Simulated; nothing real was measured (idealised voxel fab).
Process module heading - voxel self aligned vias
Square cells of 5 nm make up the cross-section cut, whose width is 270 nm.
In this document a cross-section is written as a grid of square cells. It is given as a series of bands, listed from the top down, and a band is one or more rows of cells. Per band: top height and bottom height in nm, followed by the left-to-right materials and their widths in nm; "throughout" marks a single material spanning edge to edge, "blank" marks empty space. Measure heights from 0. That's the level where, below it, the as-received wafer is all one material. The lowest band is bottomless and extends downward; write it as in "top 0, no bottom". The expression "30..40" gives the width at the extremes of the band, the first number at its top row of cells and the second at its bottom row, with the width changing by equal amounts from each row to the next in between. "same as before", as given for a step, is the statement that not any cell of the cross-section underwent a change during that step. "Cavities, closed" - sealed voids, min. 8 cells, no opening to top; format: width x height at distance (distance from left edge; nm throughout). On each step's line, the part that comes after the settings is the simulator's own comment on the step. Steps that use a mask can have "overlay nm" on their line. It says how far the mask sat to the right of where it was meant to be. Negative means to the left.

# Listed below are the process steps as planned
1,RECEIVE, material Si
2,CONFORMAL_DEP, material SiO2, thk nm 10
3,CONFORMAL_DEP, material SiCN, thk nm 5
4,DIRECTIONAL_DEP, material lowk, thk nm 20
5,MASKED_ETCH, tone open, mask id LINES, width nm 20, pitch nm 70, etch materials lowk, depth nm 20, overlay nm 0
6,CONFORMAL_DEP, material TiN, thk nm 5
7,FILL_DEP, material Ru, thk nm 10
8,CMP, height nm 35
9,SELECTIVE_ETCH, etch materials W Ru TiN, depth nm 5
10,FILL_DEP, material SiN, thk nm 5
11,CMP, height nm 35
12,DIRECTIONAL_DEP, material lowk, thk nm 20
13,DIRECTIONAL_DEP, material aC, thk nm 15
14,PATTERN, tone open, mask id VIAS, material resist, width nm 40, pitch nm 70, thk nm 30, overlay nm 0
15,DIRECTIONAL_ETCH, etch materials aC, depth nm 15
16,STRIP, etch materials resist
17,DIRECTIONAL_ETCH, etch materials lowk, depth nm 20
18,DIRECTIONAL_ETCH, etch materials SiN, depth nm 5
19,STRIP, etch materials aC
20,CONFORMAL_DEP, material TiN, thk nm 5
21,FILL_DEP, material Ru, thk nm 10
22,CMP, height nm 55
23,CONFORMAL_DEP, material SiCN, thk nm 5

# Shown in cross-section is the wafer as received, that is, as it stands after step 1
* top 0, no bottom  Si throughout
* Cavities, closed: none

# End-of-module cross-section of the first of two wafers, processed as planned
* top 60, bottom 55  SiCN throughout
* top 55, bottom 40  lowk: 80  TiN: 5  Ru: 30  TiN: 5  lowk: 30  TiN: 5  Ru: 30  TiN: 5  lowk: 80
* top 40, bottom 35  lowk: 80  TiN: 15  Ru: 10  TiN: 15  lowk: 30  TiN: 15  Ru: 10  TiN: 15  lowk: 80
* top 35, bottom 30  lowk: 90  TiN: 20  lowk: 50  TiN: 20  lowk: 90
* top 30, bottom 20  lowk: 90  TiN: 5  Ru: 10  TiN: 5  lowk: 50  TiN: 5  Ru: 10  TiN: 5  lowk: 90
* top 20, bottom 15  lowk: 90  TiN: 20  lowk: 50  TiN: 20  lowk: 90
* top 15, bottom 10  SiCN throughout
* top 10, bottom 0  SiO2 throughout
* top 0, no bottom  Si throughout
* Cavities, closed: none

# Cross-sectional view: second of two wafers, end of module; start and plan identical to the first, one mistake in running
* top 60, bottom 55  SiCN throughout
* top 55, bottom 40  lowk: 70  TiN: 5  Ru: 30  TiN: 5  lowk: 30  TiN: 5  Ru: 30  TiN: 5  lowk: 90
* top 40, bottom 35  lowk: 70  TiN: 25  Ru: 10  TiN: 5  lowk: 30  TiN: 25  Ru: 10  TiN: 5  lowk: 90
* top 35, bottom 30  lowk: 90  TiN: 20  lowk: 50  TiN: 20  lowk: 90
* top 30, bottom 20  lowk: 90  TiN: 5  Ru: 10  TiN: 5  lowk: 50  TiN: 5  Ru: 10  TiN: 5  lowk: 90
* top 20, bottom 15  lowk: 90  TiN: 20  lowk: 50  TiN: 20  lowk: 90
* top 15, bottom 10  SiCN throughout
* top 10, bottom 0  SiO2 throughout
* top 0, no bottom  Si throughout
* Cavities, closed: none
What went wrong in running the wafer? for step 14, the planned setting was not used; the step was instead run as PATTERN, tone open, mask id VIAS, material resist, width nm 40, pitch nm 70, thk nm 30, overlay nm -10
Both wafers, final: cells per material equal; arrangement not.
